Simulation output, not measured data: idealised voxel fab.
The name of this process module is voxel wiring stack.
Cross-section cut: width 235 nm, square cells of 5 nm.
This document writes a cross-section as a grid whose cells are square, and gives it as bands, listed from the top down; one or more rows of cells form a band.
Quick guide to a band line: top height, bottom height (nm) up front; then every material left to right with its width in nm. Only one material and it's marked "all across"? Then it fills the band edge to edge. And "blank" just means empty space.
We count height from 0. Below that, the starting wafer is all one material. The lowest band never ends at the bottom but goes on down; see "0 down" for how that is written.
You'd read "30..40" like this: the band's top row of cells is as wide as the first number, its bottom row is as wide as the second, and going down, every row changes width by the same amount as the row before did.
For the purposes of this document, the phrase "changes: none" attached to a step denotes that no cell within the cross-section was modified by that step.
Unvented internal voids: empty space of 8 cells or more with no open way to the top, each as width x height at its distance from the left edge, in nm
If you see something after the settings on a step's line, that's the simulator's own remark about that step.
The setting "overlay nm" may be written on the line of a step. When the step uses a mask, the value reports how far to the right of the planned place the mask lay, and a negative value reports that it lay to the left.
Reading key. Pairs: pre-step and post-step cross-section, one process step apart; post-step view only to lowest changed band. Step between + settings: beneath pair. Runs: pairs may be from different runs of this module, same starting wafer. Continuation from pair above: only where "Ahead of processing" entry says.

**Ahead of processing**
0 down | Si all across
Unvented internal voids: none

**Post-Step Appearance**
10 to 0 | SiO2 all across
Below 0, the layers are the same as they were.
Unvented internal voids: none
Processing between the before and after sections above: CONFORMAL_DEP,material SiO2,thk nm 10

Ahead of processing: just use the after drawing of the pair above as your starting point.

**Post-Step Appearance**
15 to 10 | TiN all across
Below 10, the layers are the same as they were.
Unvented internal voids: none
Processing between the before and after sections above: DIRECTIONAL_DEP,material TiN,thk nm 5

Ahead of processing: just use the after drawing of the pair above as your starting point.

**Post-Step Appearance**
30 to 15 | W all across
Below 15, the layers are the same as they were.
Unvented internal voids: none
Processing between the before and after sections above: DIRECTIONAL_DEP,material W,thk nm 15

Ahead of processing: just use the after drawing of the pair above as your starting point.

**Post-Step Appearance**
30 to 15 | blank=30, W=20, blank=30, W=20, blank=30, W=20, blank=30, W=20, blank=35
Below 15, the layers are the same as they were.
Unvented internal voids: none
Processing between the before and after sections above: MASKED_ETCH,tone cover,mask id METAL_1,width nm 20,pitch nm 50,etch materials W,depth nm 15,overlay nm 0

Ahead of processing: just use the after drawing of the pair above as your starting point.

**Post-Step Appearance**
30 to 15 | blank=30, W=20, blank=30, W=20, blank=30, W=20, blank=30, W=20, blank=35
15 to 10 | blank=30, TiN=20, blank=30, TiN=20, blank=30, TiN=20, blank=30, TiN=20, blank=35
Below 10, the layers are the same as they were.
Unvented internal voids: none
Processing between the before and after sections above: MASKED_ETCH,tone cover,mask id METAL_1,width nm 20,pitch nm 50,etch materials TiN,depth nm 5,overlay nm 0

Ahead of processing: just use the after drawing of the pair above as your starting point.

**Post-Step Appearance**
40 to 30 | SiO2 all across
30 to 15 | SiO2=30, W=20, SiO2=30, W=20, SiO2=30, W=20, SiO2=30, W=20, SiO2=35
15 to 10 | SiO2=30, TiN=20, SiO2=30, TiN=20, SiO2=30, TiN=20, SiO2=30, TiN=20, SiO2=35
Below 10, the layers are the same as they were.
Unvented internal voids: none
Processing between the before and after sections above: FILL_DEP,material SiO2,thk nm 10

Ahead of processing: just use the after drawing of the pair above as your starting point.

**Post-Step Appearance**
30 to 15 | SiO2=30, W=20, SiO2=30, W=20, SiO2=30, W=20, SiO2=30, W=20, SiO2=35
Below 15, the layers are the same as they were.
Unvented internal voids: none
Processing between the before and after sections above: CMP,height nm 30

Ahead of processing: just use the after drawing of the pair above as your starting point.

**Post-Step Appearance**
35 to 30 | SiCN all across
Below 30, the layers are the same as they were.
Unvented internal voids: none
Processing between the before and after sections above: CONFORMAL_DEP,material SiCN,thk nm 5

Ahead of processing: just use the after drawing of the pair above as your starting point.

**Post-Step Appearance**
60 to 35 | lowk all across
Below 35, the layers are the same as they were.
Unvented internal voids: none
Processing between the before and after sections above: DIRECTIONAL_DEP,material lowk,thk nm 25

Ahead of processing: just use the after drawing of the pair above as your starting point.

**Post-Step Appearance**
60 to 45 | lowk=30, blank=20, lowk=30, blank=20, lowk=30, blank=20, lowk=30, blank=20, lowk=35
Below 45, the layers are the same as they were.
Unvented internal voids: none
Processing between the before and after sections above: MASKED_ETCH,tone open,mask id METAL_2,width nm 20,pitch nm 50,etch materials lowk,depth nm 15,overlay nm 0

Ahead of processing: just use the after drawing of the pair above as your starting point.

**Post-Step Appearance**
75 to 60 | resist=30, blank=15, resist=35, blank=15, resist=35, blank=15, resist=35, blank=15, resist=40
60 to 45 | lowk=30, blank=15, resist=5, lowk=30, blank=15, resist=5, lowk=30, blank=15, resist=5, lowk=30, blank=15, resist=5, lowk=35
Below 45, the layers are the same as they were.
Unvented internal voids: none
Processing between the before and after sections above: PATTERN,tone open,mask id METAL_2_HOLES,material resist,width nm 15,pitch nm 50,thk nm 15,overlay nm 0

Ahead of processing: just use the after drawing of the pair above as your starting point.

**Post-Step Appearance**
75 to 60 | resist=30, blank=15, resist=35, blank=15, resist=35, blank=15, resist=35, blank=15, resist=40
60 to 45 | lowk=30, blank=15, resist=5, lowk=30, blank=15, resist=5, lowk=30, blank=15, resist=5, lowk=30, blank=15, resist=5, lowk=35
45 to 35 | lowk=30, blank=15, lowk=35, blank=15, lowk=35, blank=15, lowk=35, blank=15, lowk=40
Below 35, the layers are the same as they were.
Unvented internal voids: none
Processing between the before and after sections above: DIRECTIONAL_ETCH,etch materials lowk,depth nm 10

Ahead of processing: just use the after drawing of the pair above as your starting point.

**Post-Step Appearance**
75 to 60 | resist=30, blank=15, resist=35, blank=15, resist=35, blank=15, resist=35, blank=15, resist=40
60 to 45 | lowk=30, blank=15, resist=5, lowk=30, blank=15, resist=5, lowk=30, blank=15, resist=5, lowk=30, blank=15, resist=5, lowk=35
45 to 35 | lowk=30, blank=15, lowk=35, blank=15, lowk=35, blank=15, lowk=35, blank=15, lowk=40
35 to 30 | SiCN=30, blank=15, SiCN=35, blank=15, SiCN=35, blank=15, SiCN=35, blank=15, SiCN=40
Below 30, the layers are the same as they were.
Unvented internal voids: none
Processing between the before and after sections above: DIRECTIONAL_ETCH,etch materials SiCN,depth nm 5

Ahead of processing: just use the after drawing of the pair above as your starting point.

**Post-Step Appearance**
60 to 45 | lowk=30, blank=20, lowk=30, blank=20, lowk=30, blank=20, lowk=30, blank=20, lowk=35
Below 45, the layers are the same as they were.
Unvented internal voids: none
Processing between the before and after sections above: STRIP,etch materials resist

Ahead of processing: just use the after drawing of the pair above as your starting point.

**Post-Step Appearance**
65 to 60 | TiN=35, blank=10, TiN=40, blank=10, TiN=40, blank=10, TiN=40, blank=10, TiN=40
60 to 50 | lowk=30, TiN=5, blank=10, TiN=5, lowk=30, TiN=5, blank=10, TiN=5, lowk=30, TiN=5, blank=10, TiN=5, lowk=30, TiN=5, blank=10, TiN=5, lowk=35
50 to 45 | lowk=30, TiN=5, blank=5, TiN=10, lowk=30, TiN=5, blank=5, TiN=10, lowk=30, TiN=5, blank=5, TiN=10, lowk=30, TiN=5, blank=5, TiN=10, lowk=35
45 to 35 | lowk=30, TiN=5, blank=5, TiN=5, lowk=35, TiN=5, blank=5, TiN=5, lowk=35, TiN=5, blank=5, TiN=5, lowk=35, TiN=5, blank=5, TiN=5, lowk=40
35 to 30 | SiCN=30, TiN=15, SiCN=35, TiN=15, SiCN=35, TiN=15, SiCN=35, TiN=15, SiCN=40
Below 30, the layers are the same as they were.
Unvented internal voids: none
Processing between the before and after sections above: CONFORMAL_DEP,material TiN,thk nm 5

Ahead of processing: just use the after drawing of the pair above as your starting point.

**Post-Step Appearance**
70 to 65 | Ru all across
65 to 60 | TiN=35, Ru=10, TiN=40, Ru=10, TiN=40, Ru=10, TiN=40, Ru=10, TiN=40
60 to 50 | lowk=30, TiN=5, Ru=10, TiN=5, lowk=30, TiN=5, Ru=10, TiN=5, lowk=30, TiN=5, Ru=10, TiN=5, lowk=30, TiN=5, Ru=10, TiN=5, lowk=35
50 to 45 | lowk=30, TiN=5, Ru=5, TiN=10, lowk=30, TiN=5, Ru=5, TiN=10, lowk=30, TiN=5, Ru=5, TiN=10, lowk=30, TiN=5, Ru=5, TiN=10, lowk=35
45 to 35 | lowk=30, TiN=5, Ru=5, TiN=5, lowk=35, TiN=5, Ru=5, TiN=5, lowk=35, TiN=5, Ru=5, TiN=5, lowk=35, TiN=5, Ru=5, TiN=5, lowk=40
Below 35, the layers are the same as they were.
Unvented internal voids: none
Processing between the before and after sections above: FILL_DEP,material Ru,thk nm 5

Ahead of processing: just use the after drawing of the pair above as your starting point.

**Post-Step Appearance**
60 to 50 | lowk=30, TiN=5, Ru=10, TiN=5, lowk=30, TiN=5, Ru=10, TiN=5, lowk=30, TiN=5, Ru=10, TiN=5, lowk=30, TiN=5, Ru=10, TiN=5, lowk=35
Below 50, the layers are the same as they were.
Unvented internal voids: none
Processing between the before and after sections above: CMP,height nm 60

Ahead of processing: just use the after drawing of the pair above as your starting point.

**Post-Step Appearance**
65 to 60 | SiCN all across
Below 60, the layers are the same as they were.
Unvented internal voids: none
Processing between the before and after sections above: CONFORMAL_DEP,material SiCN,thk nm 5

Ahead of processing: just use the after drawing of the pair above as your starting point.

**Post-Step Appearance**
85 to 65 | SiO2 all across
Below 65, the layers are the same as they were.
Unvented internal voids: none
Processing between the before and after sections above: DIRECTIONAL_DEP,material SiO2,thk nm 20

Ahead of processing: just use the after drawing of the pair above as your starting point.

**Post-Step Appearance**
85 to 65 | SiO2=30, blank=15, SiO2=85, blank=15, SiO2=90
Below 65, the layers are the same as they were.
Unvented internal voids: none
Processing between the before and after sections above: MASKED_ETCH,tone open,mask id PLUG_2,width nm 15,pitch nm 100,etch materials SiO2,depth nm 20,overlay nm 0

Ahead of processing: just use the after drawing of the pair above as your starting point.

**Post-Step Appearance**
85 to 65 | SiO2=30, blank=15, SiO2=85, blank=15, SiO2=90
65 to 60 | SiCN=30, blank=15, SiCN=85, blank=15, SiCN=90
Below 60, the layers are the same as they were.
Unvented internal voids: none
Processing between the before and after sections above: MASKED_ETCH,tone open,mask id PLUG_2,width nm 15,pitch nm 100,etch materials SiCN,depth nm 5,overlay nm 0

Ahead of processing: just use the after drawing of the pair above as your starting point.

**Post-Step Appearance**
90 to 85 | TiN=35, blank=5, TiN=95, blank=5, TiN=95
85 to 65 | SiO2=30, TiN=5, blank=5, TiN=5, SiO2=85, TiN=5, blank=5, TiN=5, SiO2=90
65 to 60 | SiCN=30, TiN=15, SiCN=85, TiN=15, SiCN=90
Below 60, the layers are the same as they were.
Unvented internal voids: none
Processing between the before and after sections above: CONFORMAL_DEP,material TiN,thk nm 5

Ahead of processing: just use the after drawing of the pair above as your starting point.

**Post-Step Appearance**
95 to 90 | Cu all across
90 to 85 | TiN=35, Cu=5, TiN=95, Cu=5, TiN=95
85 to 65 | SiO2=30, TiN=5, Cu=5, TiN=5, SiO2=85, TiN=5, Cu=5, TiN=5, SiO2=90
Below 65, the layers are the same as they were.
Unvented internal voids: none
Processing between the before and after sections above: FILL_DEP,material Cu,thk nm 5

Ahead of processing: just use the after drawing of the pair above as your starting point.

**Post-Step Appearance**
85 to 65 | SiO2=30, TiN=5, Cu=5, TiN=5, SiO2=85, TiN=5, Cu=5, TiN=5, SiO2=90
Below 65, the layers are the same as they were.
Unvented internal voids: none
Processing between the before and after sections above: CMP,height nm 85

Ahead of processing: just use the after drawing of the pair above as your starting point.

**Post-Step Appearance**
90 to 85 | SiN all across
Below 85, the layers are the same as they were.
Unvented internal voids: none
Processing between the before and after sections above: CONFORMAL_DEP,material SiN,thk nm 5

Ahead of processing: just use the after drawing of the pair above as your starting point.

**Post-Step Appearance**
110 to 90 | lowk all across
Below 90, the layers are the same as they were.
Unvented internal voids: none
Processing between the before and after sections above: DIRECTIONAL_DEP,material lowk,thk nm 20

Ahead of processing: just use the after drawing of the pair above as your starting point.

**Post-Step Appearance**
120 to 110 | aC all across
Below 110, the layers are the same as they were.
Unvented internal voids: none
Processing between the before and after sections above: DIRECTIONAL_DEP,material aC,thk nm 10

Ahead of processing: just use the after drawing of the pair above as your starting point.

**Post-Step Appearance**
150 to 120 | resist=30, blank=20, resist=30, blank=20, resist=30, blank=20, resist=30, blank=20, resist=35
Below 120, the layers are the same as they were.
Unvented internal voids: none
Processing between the before and after sections above: PATTERN,tone open,mask id METAL_3,material resist,width nm 20,pitch nm 50,thk nm 30,overlay nm 0

Ahead of processing: just use the after drawing of the pair above as your starting point.

**Post-Step Appearance**
140 to 120 | resist=30, blank=20, resist=30, blank=20, resist=30, blank=20, resist=30, blank=20, resist=35
120 to 110 | aC=30, blank=20, aC=30, blank=20, aC=30, blank=20, aC=30, blank=20, aC=35
Below 110, the layers are the same as they were.
Unvented internal voids: none
Processing between the before and after sections above: DIRECTIONAL_ETCH,etch materials aC,depth nm 10

Ahead of processing: just use the after drawing of the pair above as your starting point.

**Post-Step Appearance**
120 to 110 | aC=30, blank=20, aC=30, blank=20, aC=30, blank=20, aC=30, blank=20, aC=35
Below 110, the layers are the same as they were.
Unvented internal voids: none
Processing between the before and after sections above: STRIP,etch materials resist

Ahead of processing: just use the after drawing of the pair above as your starting point.

**Post-Step Appearance**
120 to 110 | aC=30, blank=20, aC=30, blank=20, aC=30, blank=20, aC=30, blank=20, aC=35
110 to 90 | lowk=30, blank=20, lowk=30, blank=20, lowk=30, blank=20, lowk=30, blank=20, lowk=35
Below 90, the layers are the same as they were.
Unvented internal voids: none
Processing between the before and after sections above: DIRECTIONAL_ETCH,etch materials lowk,depth nm 20

Ahead of processing: just use the after drawing of the pair above as your starting point.

**Post-Step Appearance**
120 to 110 | aC=30, blank=20, aC=30, blank=20, aC=30, blank=20, aC=30, blank=20, aC=35
110 to 90 | lowk=30, blank=20, lowk=30, blank=20, lowk=30, blank=20, lowk=30, blank=20, lowk=35
90 to 85 | SiN=30, blank=20, SiN=30, blank=20, SiN=30, blank=20, SiN=30, blank=20, SiN=35
Below 85, the layers are the same as they were.
Unvented internal voids: none
Processing between the before and after sections above: DIRECTIONAL_ETCH,etch materials SiN,depth nm 5

Ahead of processing: just use the after drawing of the pair above as your starting point.

**Post-Step Appearance**
110 to 90 | lowk=30, blank=20, lowk=30, blank=20, lowk=30, blank=20, lowk=30, blank=20, lowk=35
Below 90, the layers are the same as they were.
Unvented internal voids: none
Processing between the before and after sections above: STRIP,etch materials aC

Ahead of processing: just use the after drawing of the pair above as your starting point.

**Post-Step Appearance**
115 to 110 | TiN=35, blank=10, TiN=40, blank=10, TiN=40, blank=10, TiN=40, blank=10, TiN=40
110 to 90 | lowk=30, TiN=5, blank=10, TiN=5, lowk=30, TiN=5, blank=10, TiN=5, lowk=30, TiN=5, blank=10, TiN=5, lowk=30, TiN=5, blank=10, TiN=5, lowk=35
90 to 85 | SiN=30, TiN=20, SiN=30, TiN=20, SiN=30, TiN=20, SiN=30, TiN=20, SiN=35
Below 85, the layers are the same as they were.
Unvented internal voids: none
Processing between the before and after sections above: CONFORMAL_DEP,material TiN,thk nm 5

Ahead of processing: just use the after drawing of the pair above as your starting point.

**Post-Step Appearance**
120 to 115 | Cu all across
115 to 110 | TiN=35, Cu=10, TiN=40, Cu=10, TiN=40, Cu=10, TiN=40, Cu=10, TiN=40
110 to 90 | lowk=30, TiN=5, Cu=10, TiN=5, lowk=30, TiN=5, Cu=10, TiN=5, lowk=30, TiN=5, Cu=10, TiN=5, lowk=30, TiN=5, Cu=10, TiN=5, lowk=35
Below 90, the layers are the same as they were.
Unvented internal voids: none
Processing between the before and after sections above: FILL_DEP,material Cu,thk nm 5

Ahead of processing: just use the after drawing of the pair above as your starting point.

**Post-Step Appearance**
110 to 90 | lowk=30, TiN=5, Cu=10, TiN=5, lowk=30, TiN=5, Cu=10, TiN=5, lowk=30, TiN=5, Cu=10, TiN=5, lowk=30, TiN=5, Cu=10, TiN=5, lowk=35
Below 90, the layers are the same as they were.
Unvented internal voids: none
Processing between the before and after sections above: CMP,height nm 110

Ahead of processing: just use the after drawing of the pair above as your starting point.

**Post-Step Appearance**
115 to 110 | blank=25, Ru=30, blank=20, Ru=30, blank=20, Ru=30, blank=20, Ru=30, blank=30
Below 110, the layers are the same as they were.
Unvented internal voids: none
Processing between the before and after sections above: EPI,material Ru,thk nm 5

Ahead of processing: just use the after drawing of the pair above as your starting point.

**Post-Step Appearance**
120 to 115 | SiCN all across
115 to 110 | SiCN=25, Ru=30, SiCN=20, Ru=30, SiCN=20, Ru=30, SiCN=20, Ru=30, SiCN=30
Below 110, the layers are the same as they were.
Unvented internal voids: none
Processing between the before and after sections above: FILL_DEP,material SiCN,thk nm 5

**Ahead of processing**
60 to 45 | lowk=30, blank=20, lowk=30, blank=20, lowk=30, blank=20, lowk=30, blank=20, lowk=35
45 to 35 | lowk all across
35 to 30 | SiCN all across
30 to 15 | SiO2=30, W=20, SiO2=30, W=20, SiO2=30, W=20, SiO2=30, W=20, SiO2=35
15 to 10 | SiO2=30, TiN=20, SiO2=30, TiN=20, SiO2=30, TiN=20, SiO2=30, TiN=20, SiO2=35
10 to 0 | SiO2 all across
0 down | Si all across
Unvented internal voids: none

**Post-Step Appearance**
50 to 35 | lowk=30, blank=20, lowk=30, blank=20, lowk=30, blank=20, lowk=30, blank=20, lowk=35
Below 35, the layers are the same as they were.
Unvented internal voids: none
Processing between the before and after sections above: DIRECTIONAL_ETCH,etch materials lowk,depth nm 10

Ahead of processing: just use the after drawing of the pair above as your starting point.

**Post-Step Appearance**
50 to 35 | lowk=30, blank=20, lowk=30, blank=20, lowk=30, blank=20, lowk=30, blank=20, lowk=35
35 to 30 | SiCN=30, blank=20, SiCN=30, blank=20, SiCN=30, blank=20, SiCN=30, blank=20, SiCN=35
Below 30, the layers are the same as they were.
Unvented internal voids: none
Processing between the before and after sections above: DIRECTIONAL_ETCH,etch materials SiCN,depth nm 5

Ahead of processing: just use the after drawing of the pair above as your starting point.

**Post-Step Appearance**
55 to 50 | TiN=35, blank=10, TiN=40, blank=10, TiN=40, blank=10, TiN=40, blank=10, TiN=40
50 to 35 | lowk=30, TiN=5, blank=10, TiN=5, lowk=30, TiN=5, blank=10, TiN=5, lowk=30, TiN=5, blank=10, TiN=5, lowk=30, TiN=5, blank=10, TiN=5, lowk=35
35 to 30 | SiCN=30, TiN=20, SiCN=30, TiN=20, SiCN=30, TiN=20, SiCN=30, TiN=20, SiCN=35
Below 30, the layers are the same as they were.
Unvented internal voids: none
Processing between the before and after sections above: CONFORMAL_DEP,material TiN,thk nm 5

Ahead of processing: just use the after drawing of the pair above as your starting point.

**Post-Step Appearance**
60 to 55 | Ru all across
55 to 50 | TiN=35, Ru=10, TiN=40, Ru=10, TiN=40, Ru=10, TiN=40, Ru=10, TiN=40
50 to 35 | lowk=30, TiN=5, Ru=10, TiN=5, lowk=30, TiN=5, Ru=10, TiN=5, lowk=30, TiN=5, Ru=10, TiN=5, lowk=30, TiN=5, Ru=10, TiN=5, lowk=35
Below 35, the layers are the same as they were.
Unvented internal voids: none
Processing between the before and after sections above: FILL_DEP,material Ru,thk nm 5

Ahead of processing: just use the after drawing of the pair above as your starting point.

**Post-Step Appearance**
65 to 60 | SiCN all across
Below 60, the layers are the same as they were.
Unvented internal voids: none
Processing between the before and after sections above: CONFORMAL_DEP,material SiCN,thk nm 5

Ahead of processing: just use the after drawing of the pair above as your starting point.

**Post-Step Appearance**
85 to 65 | SiO2 all across
Below 65, the layers are the same as they were.
Unvented internal voids: none
Processing between the before and after sections above: DIRECTIONAL_DEP,material SiO2,thk nm 20

Ahead of processing: just use the after drawing of the pair above as your starting point.

**Post-Step Appearance**
85 to 65 | SiO2=30, blank=15, SiO2=85, blank=15, SiO2=90
Below 65, the layers are the same as they were.
Unvented internal voids: none
Processing between the before and after sections above: MASKED_ETCH,tone open,mask id PLUG_2,width nm 15,pitch nm 100,etch materials SiO2,depth nm 20,overlay nm 0

Ahead of processing: just use the after drawing of the pair above as your starting point.

**Post-Step Appearance**
85 to 65 | SiO2=30, blank=15, SiO2=85, blank=15, SiO2=90
65 to 60 | SiCN=30, blank=15, SiCN=85, blank=15, SiCN=90
Below 60, the layers are the same as they were.
Unvented internal voids: none
Processing between the before and after sections above: MASKED_ETCH,tone open,mask id PLUG_2,width nm 15,pitch nm 100,etch materials SiCN,depth nm 5,overlay nm 0

Ahead of processing: just use the after drawing of the pair above as your starting point.

**Post-Step Appearance**
90 to 85 | TiN=35, blank=5, TiN=95, blank=5, TiN=95
85 to 65 | SiO2=30, TiN=5, blank=5, TiN=5, SiO2=85, TiN=5, blank=5, TiN=5, SiO2=90
65 to 60 | SiCN=30, TiN=15, SiCN=85, TiN=15, SiCN=90
Below 60, the layers are the same as they were.
Unvented internal voids: none
Processing between the before and after sections above: CONFORMAL_DEP,material TiN,thk nm 5

Ahead of processing: just use the after drawing of the pair above as your starting point.

**Post-Step Appearance**
95 to 90 | Cu all across
90 to 85 | TiN=35, Cu=5, TiN=95, Cu=5, TiN=95
85 to 65 | SiO2=30, TiN=5, Cu=5, TiN=5, SiO2=85, TiN=5, Cu=5, TiN=5, SiO2=90
Below 65, the layers are the same as they were.
Unvented internal voids: none
Processing between the before and after sections above: FILL_DEP,material Cu,thk nm 5

Ahead of processing: just use the after drawing of the pair above as your starting point.

**Post-Step Appearance**
85 to 65 | SiO2=30, TiN=5, Cu=5, TiN=5, SiO2=85, TiN=5, Cu=5, TiN=5, SiO2=90
Below 65, the layers are the same as they were.
Unvented internal voids: none
Processing between the before and after sections above: CMP,height nm 85

Ahead of processing: just use the after drawing of the pair above as your starting point.

**Post-Step Appearance**
90 to 85 | SiN all across
Below 85, the layers are the same as they were.
Unvented internal voids: none
Processing between the before and after sections above: CONFORMAL_DEP,material SiN,thk nm 5

Ahead of processing: just use the after drawing of the pair above as your starting point.

**Post-Step Appearance**
110 to 90 | lowk all across
Below 90, the layers are the same as they were.
Unvented internal voids: none
Processing between the before and after sections above: DIRECTIONAL_DEP,material lowk,thk nm 20

Ahead of processing: just use the after drawing of the pair above as your starting point.

**Post-Step Appearance**
120 to 110 | aC all across
Below 110, the layers are the same as they were.
Unvented internal voids: none
Processing between the before and after sections above: DIRECTIONAL_DEP,material aC,thk nm 10

Ahead of processing: just use the after drawing of the pair above as your starting point.

**Post-Step Appearance**
150 to 120 | resist=30, blank=20, resist=30, blank=20, resist=30, blank=20, resist=30, blank=20, resist=35
Below 120, the layers are the same as they were.
Unvented internal voids: none
Processing between the before and after sections above: PATTERN,tone open,mask id METAL_3,material resist,width nm 20,pitch nm 50,thk nm 30,overlay nm 0

Ahead of processing: just use the after drawing of the pair above as your starting point.

**Post-Step Appearance**
140 to 120 | resist=30, blank=20, resist=30, blank=20, resist=30, blank=20, resist=30, blank=20, resist=35
120 to 110 | aC=30, blank=20, aC=30, blank=20, aC=30, blank=20, aC=30, blank=20, aC=35
Below 110, the layers are the same as they were.
Unvented internal voids: none
Processing between the before and after sections above: DIRECTIONAL_ETCH,etch materials aC,depth nm 10

Ahead of processing: just use the after drawing of the pair above as your starting point.

**Post-Step Appearance**
120 to 110 | aC=30, blank=20, aC=30, blank=20, aC=30, blank=20, aC=30, blank=20, aC=35
Below 110, the layers are the same as they were.
Unvented internal voids: none
Processing between the before and after sections above: STRIP,etch materials resist

Ahead of processing: just use the after drawing of the pair above as your starting point.

**Post-Step Appearance**
120 to 110 | aC=30, blank=20, aC=30, blank=20, aC=30, blank=20, aC=30, blank=20, aC=35
110 to 90 | lowk=30, blank=20, lowk=30, blank=20, lowk=30, blank=20, lowk=30, blank=20, lowk=35
Below 90, the layers are the same as they were.
Unvented internal voids: none
Processing between the before and after sections above: DIRECTIONAL_ETCH,etch materials lowk,depth nm 20

Ahead of processing: just use the after drawing of the pair above as your starting point.

**Post-Step Appearance**
120 to 110 | aC=30, blank=20, aC=30, blank=20, aC=30, blank=20, aC=30, blank=20, aC=35
110 to 90 | lowk=30, blank=20, lowk=30, blank=20, lowk=30, blank=20, lowk=30, blank=20, lowk=35
90 to 85 | SiN=30, blank=20, SiN=30, blank=20, SiN=30, blank=20, SiN=30, blank=20, SiN=35
Below 85, the layers are the same as they were.
Unvented internal voids: none
Processing between the before and after sections above: DIRECTIONAL_ETCH,etch materials SiN,depth nm 5

Ahead of processing: just use the after drawing of the pair above as your starting point.

**Post-Step Appearance**
110 to 90 | lowk=30, blank=20, lowk=30, blank=20, lowk=30, blank=20, lowk=30, blank=20, lowk=35
Below 90, the layers are the same as they were.
Unvented internal voids: none
Processing between the before and after sections above: STRIP,etch materials aC

Ahead of processing: just use the after drawing of the pair above as your starting point.

**Post-Step Appearance**
115 to 110 | TiN=35, blank=10, TiN=40, blank=10, TiN=40, blank=10, TiN=40, blank=10, TiN=40
110 to 90 | lowk=30, TiN=5, blank=10, TiN=5, lowk=30, TiN=5, blank=10, TiN=5, lowk=30, TiN=5, blank=10, TiN=5, lowk=30, TiN=5, blank=10, TiN=5, lowk=35
90 to 85 | SiN=30, TiN=20, SiN=30, TiN=20, SiN=30, TiN=20, SiN=30, TiN=20, SiN=35
Below 85, the layers are the same as they were.
Unvented internal voids: none
Processing between the before and after sections above: CONFORMAL_DEP,material TiN,thk nm 5

Ahead of processing: just use the after drawing of the pair above as your starting point.

**Post-Step Appearance**
120 to 115 | Cu all across
115 to 110 | TiN=35, Cu=10, TiN=40, Cu=10, TiN=40, Cu=10, TiN=40, Cu=10, TiN=40
110 to 90 | lowk=30, TiN=5, Cu=10, TiN=5, lowk=30, TiN=5, Cu=10, TiN=5, lowk=30, TiN=5, Cu=10, TiN=5, lowk=30, TiN=5, Cu=10, TiN=5, lowk=35
Below 90, the layers are the same as they were.
Unvented internal voids: none
Processing between the before and after sections above: FILL_DEP,material Cu,thk nm 5

Ahead of processing: just use the after drawing of the pair above as your starting point.

**Post-Step Appearance**
110 to 90 | lowk=30, TiN=5, Cu=10, TiN=5, lowk=30, TiN=5, Cu=10, TiN=5, lowk=30, TiN=5, Cu=10, TiN=5, lowk=30, TiN=5, Cu=10, TiN=5, lowk=35
Below 90, the layers are the same as they were.
Unvented internal voids: none
Processing between the before and after sections above: CMP,height nm 110

Ahead of processing: just use the after drawing of the pair above as your starting point.

**Post-Step Appearance**
115 to 110 | blank=25, Ru=30, blank=20, Ru=30, blank=20, Ru=30, blank=20, Ru=30, blank=30
Below 110, the layers are the same as they were.
Unvented internal voids: none
Processing between the before and after sections above: EPI,material Ru,thk nm 5

Ahead of processing: just use the after drawing of the pair above as your starting point.

**Post-Step Appearance**
120 to 115 | SiCN all across
115 to 110 | SiCN=25, Ru=30, SiCN=20, Ru=30, SiCN=20, Ru=30, SiCN=20, Ru=30, SiCN=30
Below 110, the layers are the same as they were.
Unvented internal voids: none
Processing between the before and after sections above: FILL_DEP,material SiCN,thk nm 5

**Ahead of processing**
60 to 35 | lowk all across
35 to 30 | SiCN all across
30 to 15 | SiO2=30, W=20, SiO2=30, W=20, SiO2=30, W=20, SiO2=30, W=20, SiO2=35
15 to 10 | SiO2=30, TiN=20, SiO2=30, TiN=20, SiO2=30, TiN=20, SiO2=30, TiN=20, SiO2=35
10 to 0 | SiO2 all across
0 down | Si all across
Unvented internal voids: none

**Post-Step Appearance**
85 to 35 | lowk all across
Below 35, the layers are the same as they were.
Unvented internal voids: none
Processing between the before and after sections above: DIRECTIONAL_DEP,material lowk,thk nm 25

Ahead of processing: just use the after drawing of the pair above as your starting point.

**Post-Step Appearance**
85 to 70 | lowk=30, blank=20, lowk=30, blank=20, lowk=30, blank=20, lowk=30, blank=20, lowk=35
Below 70, the layers are the same as they were.
Unvented internal voids: none
Processing between the before and after sections above: MASKED_ETCH,tone open,mask id METAL_2,width nm 20,pitch nm 50,etch materials lowk,depth nm 15,overlay nm 0

Ahead of processing: just use the after drawing of the pair above as your starting point.

**Post-Step Appearance**
100 to 85 | resist=30, blank=15, resist=35, blank=15, resist=35, blank=15, resist=35, blank=15, resist=40
85 to 70 | lowk=30, blank=15, resist=5, lowk=30, blank=15, resist=5, lowk=30, blank=15, resist=5, lowk=30, blank=15, resist=5, lowk=35
Below 70, the layers are the same as they were.
Unvented internal voids: none
Processing between the before and after sections above: PATTERN,tone open,mask id METAL_2_HOLES,material resist,width nm 15,pitch nm 50,thk nm 15,overlay nm 0

Ahead of processing: just use the after drawing of the pair above as your starting point.

**Post-Step Appearance**
100 to 85 | resist=30, blank=15, resist=35, blank=15, resist=35, blank=15, resist=35, blank=15, resist=40
85 to 70 | lowk=30, blank=15, resist=5, lowk=30, blank=15, resist=5, lowk=30, blank=15, resist=5, lowk=30, blank=15, resist=5, lowk=35
70 to 60 | lowk=30, blank=15, lowk=35, blank=15, lowk=35, blank=15, lowk=35, blank=15, lowk=40
Below 60, the layers are the same as they were.
Unvented internal voids: none
Processing between the before and after sections above: DIRECTIONAL_ETCH,etch materials lowk,depth nm 10

Ahead of processing: just use the after drawing of the pair above as your starting point.

**Post-Step Appearance**
85 to 70 | lowk=30, blank=20, lowk=30, blank=20, lowk=30, blank=20, lowk=30, blank=20, lowk=35
Below 70, the layers are the same as they were.
Unvented internal voids: none
Processing between the before and after sections above: STRIP,etch materials resist

Ahead of processing: just use the after drawing of the pair above as your starting point.

**Post-Step Appearance**
90 to 85 | TiN=35, blank=10, TiN=40, blank=10, TiN=40, blank=10, TiN=40, blank=10, TiN=40
85 to 75 | lowk=30, TiN=5, blank=10, TiN=5, lowk=30, TiN=5, blank=10, TiN=5, lowk=30, TiN=5, blank=10, TiN=5, lowk=30, TiN=5, blank=10, TiN=5, lowk=35
75 to 65 | lowk=30, TiN=5, blank=5, TiN=10..5, lowk=30..35, TiN=5, blank=5, TiN=10..5, lowk=30..35, TiN=5, blank=5, TiN=10..5, lowk=30..35, TiN=5, blank=5, TiN=10..5, lowk=35..40
65 to 60 | lowk=30, TiN=15, lowk=35, TiN=15, lowk=35, TiN=15, lowk=35, TiN=15, lowk=40
Below 60, the layers are the same as they were.
Unvented internal voids: none
Processing between the before and after sections above: CONFORMAL_DEP,material TiN,thk nm 5
